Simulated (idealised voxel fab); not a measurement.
You're looking at the process module voxel gate over fins.
Shown is cross-section cut, with a width of 265 nm and square cells of size 5 nm.
Cross-section spec: square-cell grid; bands listed top down; each band is one or more rows. The entry gives the band's vertical extent as a top height and a bottom height in nm, then its horizontal make-up as materials from left to right, each with a width in nm. "blank" stands for empty space; a single material marked "edge to edge" fills the band edge to edge. Height reference: 0 = level under which incoming wafer is all one material. Lowest band: no bottom, runs on downward, e.g. "0 and below". When a width is written as two numbers, as in "30->40", the first number is the width in the top row of cells of the band and the second is the width in its bottom row, and the width changes by the same amount from each row to the next. Any step labelled "changes: none" changed none of the cells in the cross-section. Enclosed voids (no open way to top), threshold 8 cells or more, entry "Enclosed void inventory", notation width x height at distance, distance from left edge, nm. That trailing text on a step's line, after the settings, is the simulator's own remark on the step. Regarding "overlay nm": on a step with a mask, it is the distance the mask lay to the right of its planned place; a negative value places it to the left.

This section lists the process steps that were planned
1: RECEIVE: material Si
2: CONFORMAL_DEP: material SiN, thk nm 5
3: DIRECTIONAL_DEP: material aC, thk nm 15
4: PATTERN: tone cover, mask id FINS, material resist, width nm 15, pitch nm 40, thk nm 35, overlay nm 0
5: DIRECTIONAL_ETCH: etch materials aC, depth nm 15
6: STRIP: etch materials resist
7: DIRECTIONAL_ETCH: etch materials SiN, depth nm 5
8: DIRECTIONAL_ETCH: etch materials Si, depth nm 40
9: STRIP: etch materials aC
10: FILL_DEP: material SiO2, thk nm 10
11: CMP: height nm 5
12: SELECTIVE_ETCH: etch materials SiO2, depth nm 15
13: STRIP: etch materials SiN
14: CONFORMAL_DEP: material HfO2, thk nm 5
15: CONFORMAL_DEP: material TiN, thk nm 5
16: FILL_DEP: material W, thk nm 15
17: CMP: height nm 20
18: CONFORMAL_DEP: material SiCN, thk nm 5

The first of the two wafers, which ran as planned

Delivered wafer in cross-section: state after step 1
- 0 and below | Si edge to edge
- Enclosed void inventory: none

Cross-section: wafer state after step 2
- 5 down to 0 | SiN edge to edge
- At heights below 0, the structure remains unaltered.

Cross-section: wafer state after step 3
- 20 down to 5 | aC edge to edge
- At heights below 5, the structure remains unaltered.

Cross-section: wafer state after step 4
- 55 down to 20 | blank (105) | resist (15) | blank (25) | resist (15) | blank (105)
- At heights below 20, the structure remains unaltered.

Cross-section: wafer state after step 5
- 40 down to 20 | blank (105) | resist (15) | blank (25) | resist (15) | blank (105)
- 20 down to 5 | blank (105) | aC (15) | blank (25) | aC (15) | blank (105)
- At heights below 5, the structure remains unaltered.

Cross-section: wafer state after step 6
- 20 down to 5 | blank (105) | aC (15) | blank (25) | aC (15) | blank (105)
- At heights below 5, the structure remains unaltered.

Cross-section: wafer state after step 7
- 20 down to 5 | blank (105) | aC (15) | blank (25) | aC (15) | blank (105)
- 5 down to 0 | blank (105) | SiN (15) | blank (25) | SiN (15) | blank (105)
- At heights below 0, the structure remains unaltered.

Cross-section: wafer state after step 8
- 20 down to 5 | blank (105) | aC (15) | blank (25) | aC (15) | blank (105)
- 5 down to 0 | blank (105) | SiN (15) | blank (25) | SiN (15) | blank (105)
- 0 down to -40 | blank (105) | Si (15) | blank (25) | Si (15) | blank (105)
- At heights below -40, the structure remains unaltered.

Cross-section: wafer state after step 9
- 5 down to 0 | blank (105) | SiN (15) | blank (25) | SiN (15) | blank (105)
- At heights below 0, the structure remains unaltered.

Cross-section: wafer state after step 10
- 15 down to 5 | SiO2 edge to edge
- 5 down to 0 | SiO2 (105) | SiN (15) | SiO2 (25) | SiN (15) | SiO2 (105)
- 0 down to -40 | SiO2 (105) | Si (15) | SiO2 (25) | Si (15) | SiO2 (105)
- At heights below -40, the structure remains unaltered.

Cross-section: wafer state after step 11
- 5 down to 0 | SiO2 (105) | SiN (15) | SiO2 (25) | SiN (15) | SiO2 (105)
- At heights below 0, the structure remains unaltered.

Cross-section: wafer state after step 12
- 5 down to 0 | blank (105) | SiN (15) | blank (25) | SiN (15) | blank (105)
- 0 down to -10 | blank (105) | Si (15) | blank (25) | Si (15) | blank (105)
- At heights below -10, the structure remains unaltered.

Cross-section: wafer state after step 13
- 0 down to -10 | blank (105) | Si (15) | blank (25) | Si (15) | blank (105)
- At heights below -10, the structure remains unaltered.

Cross-section: wafer state after step 14
- 5 down to 0 | blank (100) | HfO2 (25) | blank (15) | HfO2 (25) | blank (100)
- 0 down to -5 | blank (100) | HfO2 (5) | Si (15) | HfO2 (5) | blank (15) | HfO2 (5) | Si (15) | HfO2 (5) | blank (100)
- -5 down to -10 | HfO2 (105) | Si (15) | HfO2 (25) | Si (15) | HfO2 (105)
- At heights below -10, the structure remains unaltered.

Cross-section: wafer state after step 15
- 10 down to 5 | blank (95) | TiN (35) | blank (5) | TiN (35) | blank (95)
- 5 down to 0 | blank (95) | TiN (5) | HfO2 (25) | TiN (5) | blank (5) | TiN (5) | HfO2 (25) | TiN (5) | blank (95)
- 0 down to -5 | TiN (100) | HfO2 (5) | Si (15) | HfO2 (5) | TiN (15) | HfO2 (5) | Si (15) | HfO2 (5) | TiN (100)
- At heights below -5, the structure remains unaltered.

Cross-section: wafer state after step 16
- 25 down to 10 | W edge to edge
- 10 down to 5 | W (95) | TiN (35) | W (5) | TiN (35) | W (95)
- 5 down to 0 | W (95) | TiN (5) | HfO2 (25) | TiN (5) | W (5) | TiN (5) | HfO2 (25) | TiN (5) | W (95)
- At heights below 0, the structure remains unaltered.

Cross-section: wafer state after step 17
- 20 down to 10 | W edge to edge
- At heights below 10, the structure remains unaltered.

Cross-section: wafer state after step 18
- 25 down to 20 | SiCN edge to edge
- At heights below 20, the structure remains unaltered.

Second Wafer (Identical Start and Plan, One Processing Error; Matches First Wafer Through Step 13)

Second wafer: cross-section at the scheduled end of step 14
- 5 down to 0 | blank (100) | W (25) | blank (15) | W (25) | blank (100)
- 0 down to -5 | blank (100) | W (5) | Si (15) | W (5) | blank (15) | W (5) | Si (15) | W (5) | blank (100)
- -5 down to -10 | W (105) | Si (15) | W (25) | Si (15) | W (105)
- At heights below -10, the structure remains unaltered.

Second wafer: cross-section at the scheduled end of step 15
- 10 down to 5 | blank (95) | TiN (35) | blank (5) | TiN (35) | blank (95)
- 5 down to 0 | blank (95) | TiN (5) | W (25) | TiN (5) | blank (5) | TiN (5) | W (25) | TiN (5) | blank (95)
- 0 down to -5 | TiN (100) | W (5) | Si (15) | W (5) | TiN (15) | W (5) | Si (15) | W (5) | TiN (100)
- At heights below -5, the structure remains unaltered.

Second wafer: cross-section at the scheduled end of step 16
- 25 down to 10 | W edge to edge
- 10 down to 5 | W (95) | TiN (35) | W (5) | TiN (35) | W (95)
- 5 down to 0 | W (95) | TiN (5) | W (25) | TiN (5) | W (5) | TiN (5) | W (25) | TiN (5) | W (95)
- At heights below 0, the structure remains unaltered.

Second wafer: cross-section at the scheduled end of step 17
- 20 down to 10 | W edge to edge
- At heights below 10, the structure remains unaltered.

Second wafer: cross-section at the scheduled end of step 18
- 25 down to 20 | SiCN edge to edge
- At heights below 20, the structure remains unaltered.
The mistake made against the process plan was this: in deviation from the planned setting, step 14 was conducted as CONFORMAL_DEP: material W, thk nm 5
In the final state, the cell counts of the second wafer exceed or fall short of those of the first for the following materials: HfO2: 61 fewer, W: 61 more
